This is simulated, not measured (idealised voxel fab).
process module | voxel wiring stack
Displayed cross-section: cut, width of 285 nm, square cells sized 5 nm.
A cross-section is a grid of square cells, given in bands from the top down. A band is one or more rows of cells.
Heads up on the band format: heights come first, top then bottom, in nm. After that it's the materials left to right, each with its width in nm. A single material flagged "all across" fills the whole band edge to edge, and "empty" means there's empty space there.
Convention: height 0 is the level below which the wafer, as received, is all one material. The lowest band does not terminate at the bottom but continues downward, represented as "0 down".
With a width like "30->40", each row of cells in the band differs from the next by the same amount, the top row carrying the first number and the bottom row the second.
Given "no modification" for a step, no cell of the cross-section differs between before and after that step.
Basically, "Tabulated closed voids" tells you about the enclosed voids: empty spaces with no open way to the top, 8 cells or bigger, each written width x height at distance, where distance is from the left edge, all in nm.
That trailing text on a step's line, after the settings, is the simulator's own remark on the step.
On any step carrying a mask, the "overlay nm" setting, if present on the step's line, tells how far right of its planned place the mask lay; negative values point to the left.
-- Here's what the planned process steps look like
1 RECEIVE,material Si
2 CONFORMAL_DEP,material SiO2,thk nm 10
3 CONFORMAL_DEP,material SiN,thk nm 5
4 DIRECTIONAL_DEP,material lowk,thk nm 25
5 MASKED_ETCH,tone open,mask id METAL_1,width nm 25,pitch nm 55,etch materials lowk,depth nm 25,overlay nm 0
6 MASKED_ETCH,tone open,mask id METAL_1,width nm 25,pitch nm 55,etch materials SiN,depth nm 5,overlay nm 0
7 CONFORMAL_DEP,material TiN,thk nm 5
8 FILL_DEP,material Cu,thk nm 5
9 CMP,height nm 40
10 CONFORMAL_DEP,material SiCN,thk nm 5
11 DIRECTIONAL_DEP,material SiO2,thk nm 25
12 DIRECTIONAL_DEP,material aC,thk nm 10
13 PATTERN,tone open,mask id METAL_2_HOLES,material resist,width nm 15,thk nm 30,overlay nm 0
14 DIRECTIONAL_ETCH,etch materials aC,depth nm 10
15 STRIP,etch materials resist
16 DIRECTIONAL_ETCH,etch materials SiO2,depth nm 25
17 STRIP,etch materials aC
18 MASKED_ETCH,tone open,mask id METAL_2,width nm 25,pitch nm 55,etch materials SiO2,depth nm 15,overlay nm 0
19 MASKED_ETCH,tone open,mask id METAL_2,width nm 25,pitch nm 55,etch materials SiCN,depth nm 5,overlay nm 0
20 CONFORMAL_DEP,material TiN,thk nm 5
21 FILL_DEP,material Cu,thk nm 5
22 CMP,height nm 70
23 CONFORMAL_DEP,material SiCN,thk nm 5
24 DIRECTIONAL_DEP,material SiO2,thk nm 30
25 MASKED_ETCH,tone open,mask id METAL_3,width nm 25,pitch nm 55,etch materials SiO2,depth nm 20,overlay nm 0
26 DIRECTIONAL_DEP,material aC,thk nm 10
27 PATTERN,tone open,mask id METAL_3_HOLES,material resist,width nm 15,pitch nm 55,thk nm 25,overlay nm 0
28 DIRECTIONAL_ETCH,etch materials aC,depth nm 10
29 STRIP,etch materials resist
30 DIRECTIONAL_ETCH,etch materials SiO2,depth nm 10
31 DIRECTIONAL_ETCH,etch materials SiCN,depth nm 5
32 STRIP,etch materials aC
33 CONFORMAL_DEP,material TiN,thk nm 5
34 FILL_DEP,material Cu,thk nm 5
35 CMP,height nm 105
36 CONFORMAL_DEP,material SiCN,thk nm 5
37 DIRECTIONAL_DEP,material SiO2,thk nm 25
38 PATTERN,tone open,mask id METAL_4_HOLES,material resist,width nm 15,pitch nm 55,thk nm 20,overlay nm 0
39 DIRECTIONAL_ETCH,etch materials SiO2,depth nm 25
40 STRIP,etch materials resist
41 PATTERN,tone open,mask id METAL_4,material resist,width nm 25,pitch nm 55,thk nm 20,overlay nm 0
42 DIRECTIONAL_ETCH,etch materials SiO2,depth nm 15
43 DIRECTIONAL_ETCH,etch materials SiCN,depth nm 5
44 STRIP,etch materials resist
45 CONFORMAL_DEP,material TiN,thk nm 5
46 FILL_DEP,material Cu,thk nm 10
47 CMP,height nm 135
48 CONFORMAL_DEP,material SiN,thk nm 5
-- As received (post step 1): cross-section
  0 down | Si all across
  Tabulated closed voids: none
-- As-planned run: cross-section of the first of two wafers at end of module
  140 to 135 | SiN all across
  135 to 125 | SiO2=100; TiN=5; Cu=15; TiN=5; SiO2=30; TiN=5; Cu=15; TiN=5; SiO2=105
  125 to 120 | SiO2=100; TiN=5; Cu=5; TiN=15; SiO2=30; TiN=5; Cu=5; TiN=15; SiO2=105
  120 to 110 | SiO2=100; TiN=5; Cu=5; TiN=5; SiO2=40; TiN=5; Cu=5; TiN=5; SiO2=115
  110 to 105 | SiCN=100; TiN=15; SiCN=40; TiN=15; SiCN=115
  105 to 90 | SiO2=100; TiN=5; Cu=15; TiN=5; SiO2=30; TiN=5; Cu=15; TiN=5; SiO2=105
  90 to 85 | SiO2=100; TiN=5; Cu=5; TiN=15; SiO2=30; TiN=5; Cu=5; TiN=15; SiO2=105
  85 to 75 | SiO2=100; TiN=5; Cu=5; TiN=5; SiO2=40; TiN=5; Cu=5; TiN=5; SiO2=115
  75 to 70 | SiCN=100; TiN=15; SiCN=40; TiN=15; SiCN=115
  70 to 60 | SiO2=100; TiN=5; Cu=15; TiN=5; SiO2=30; TiN=5; Cu=15; TiN=5; SiO2=105
  60 to 55 | SiO2=100; TiN=5; Cu=5; TiN=15; SiO2=30; TiN=25; SiO2=105
  55 to 45 | SiO2=100; TiN=5; Cu=5; TiN=5; SiO2=170
  45 to 40 | SiCN=100; TiN=15; SiCN=170
  40 to 15 | lowk=100; TiN=5; Cu=15; TiN=5; lowk=30; TiN=5; Cu=15; TiN=5; lowk=105
  15 to 10 | SiN=100; TiN=25; SiN=30; TiN=25; SiN=105
  10 to 0 | SiO2 all across
  0 down | Si all across
  Tabulated closed voids: none
-- second wafer at the end: like start, like plan, one mistake
  140 to 135 | SiN all across
  135 to 125 | SiO2=100; TiN=5; Cu=15; TiN=5; SiO2=30; TiN=5; Cu=15; TiN=5; SiO2=105
  125 to 120 | SiO2=100; TiN=5; Cu=5; TiN=15; SiO2=30; TiN=5; Cu=5; TiN=15; SiO2=105
  120 to 110 | SiO2=100; TiN=5; Cu=5; TiN=5; SiO2=40; TiN=5; Cu=5; TiN=5; SiO2=115
  110 to 105 | SiCN=100; TiN=15; SiCN=40; TiN=15; SiCN=115
  105 to 90 | SiO2=100; TiN=5; Cu=15; TiN=5; SiO2=30; TiN=5; Cu=15; TiN=5; SiO2=105
  90 to 85 | SiO2=100; TiN=5; Cu=5; TiN=15; SiO2=30; TiN=5; Cu=5; TiN=15; SiO2=105
  85 to 75 | SiO2=100; TiN=5; Cu=5; TiN=5; SiO2=40; TiN=5; Cu=5; TiN=5; SiO2=115
  75 to 70 | SiCN=100; TiN=15; SiCN=40; TiN=15; SiCN=115
  70 to 60 | SiO2=100; TiN=5; Cu=15; TiN=5; SiO2=30; TiN=5; Cu=15; TiN=5; SiO2=105
  60 to 55 | SiO2=100; TiN=5; Cu=5; TiN=15; SiO2=30; TiN=25; SiO2=105
  55 to 45 | SiO2=100; TiN=5; Cu=5; TiN=5; SiO2=170
  45 to 40 | SiCN=100; TiN=15; SiCN=170
  40 to 35 | TiN=105; Cu=15; TiN=40; Cu=15; TiN=110
  35 to 15 | lowk=100; TiN=5; Cu=15; TiN=5; lowk=30; TiN=5; Cu=15; TiN=5; lowk=105
  15 to 10 | lowk=100; TiN=25; lowk=30; TiN=25; lowk=105
  10 to 0 | SiO2 all across
  0 down | Si all across
  Tabulated closed voids: none
What broke from the plan during processing? step 3 of the plan got skipped, so it never ran
Bottom line after processing is that, in cells, the second wafer is up or down on some materials versus the first: SiN -47; TiN +47
